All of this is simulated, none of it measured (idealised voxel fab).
The process module presented herein is designated voxel ribs on slabs.
155 nm wide, 5 nm square cells: that's cross-section cut.
If you're reading a cross-section in this doc, picture square cells in a grid; it comes to you as bands, top ones listed first down to the bottom, and a band can be one or more rows of cells.
In this notation a band is specified by the heights of its top and bottom, in that order and in nm, after which its materials appear from left to right, each paired with its width in nm. The word "throughout" attached to a single material means that material fills the band from edge to edge; the word "empty" stands for empty space.
Convention: height 0 is the level below which the wafer, as received, is all one material. The lowest band does not terminate at the bottom but continues downward, represented as "0 nm and below".
A two-number width, for instance "30->40", indicates that the width is equal to the first number in the top row of the band and to the second number in the bottom row, and that it changes by a constant amount per row of cells.
Where a step carries "no modification", the cross-section came out of it unchanged, cell for cell.
Empty spaces without an open route to the top, at least 8 cells in extent, make up the entry "Cavities, sealed"; each is given as width x height at distance, where the distance is measured from the left edge, and all are in nm.
after a step's settings: what the simulator itself notes on the step
A step's line can hold "overlay nm"; with a mask on that step, the setting says how far right of the planned place the mask lay, while a negative setting says it lay to the left.

Here's what the planned process steps look like:
1,RECEIVE [material Si]
2,DIRECTIONAL_DEP [material SiO2] [thk nm 20]
3,DIRECTIONAL_DEP [material SiN] [thk nm 20]
4,PATTERN [tone cover] [mask id RIB] [material resist] [width nm 15] [thk nm 15] [overlay nm 0]
5,DIRECTIONAL_ETCH [etch materials SiN] [depth nm 10]
6,STRIP [etch materials resist]
7,MASKED_ETCH [tone cover] [mask id SLAB] [width nm 75] [etch materials SiN] [depth nm 10] [overlay nm 0]
8,FILL_DEP [material SiO2] [thk nm 25]
9,CMP [height nm 60]
10,DIRECTIONAL_DEP [material TiN] [thk nm 5]
11,PATTERN [tone cover] [mask id HEATER] [material resist] [width nm 25] [thk nm 20] [overlay nm 0]
12,DIRECTIONAL_ETCH [etch materials TiN] [depth nm 5]
13,STRIP [etch materials resist]
14,CONFORMAL_DEP [material SiN] [thk nm 10]

Incoming wafer in cross-section (state: after step 1):
> 0 nm and below  Si throughout
> Cavities, sealed: none

End-of-module cross-section of the first of two wafers, processed as planned:
> 75 nm to 70 nm  55 of empty, 45 of SiN, 55 of empty
> 70 nm to 65 nm  SiN throughout
> 65 nm to 60 nm  65 of SiN, 25 of TiN, 65 of SiN
> 60 nm to 40 nm  SiO2 throughout
> 40 nm to 30 nm  70 of SiO2, 15 of SiN, 70 of SiO2
> 30 nm to 20 nm  40 of SiO2, 75 of SiN, 40 of SiO2
> 20 nm to 0 nm  SiO2 throughout
> 0 nm and below  Si throughout
> Cavities, sealed: none

The second wafer, shown in cross-section after the module: started the same way as the first and given the same plan, yet one mistake crept into how it was run:
> 65 nm to 60 nm  65 of empty, 25 of TiN, 65 of empty
> 60 nm to 40 nm  SiO2 throughout
> 40 nm to 30 nm  70 of SiO2, 15 of SiN, 70 of SiO2
> 30 nm to 20 nm  40 of SiO2, 75 of SiN, 40 of SiO2
> 20 nm to 0 nm  SiO2 throughout
> 0 nm and below  Si throughout
> Cavities, sealed: none
Finding, execution versus plan: step 14 was left out
Materials where the second wafer ends with more or fewer cells than the first: 66 fewer of SiN
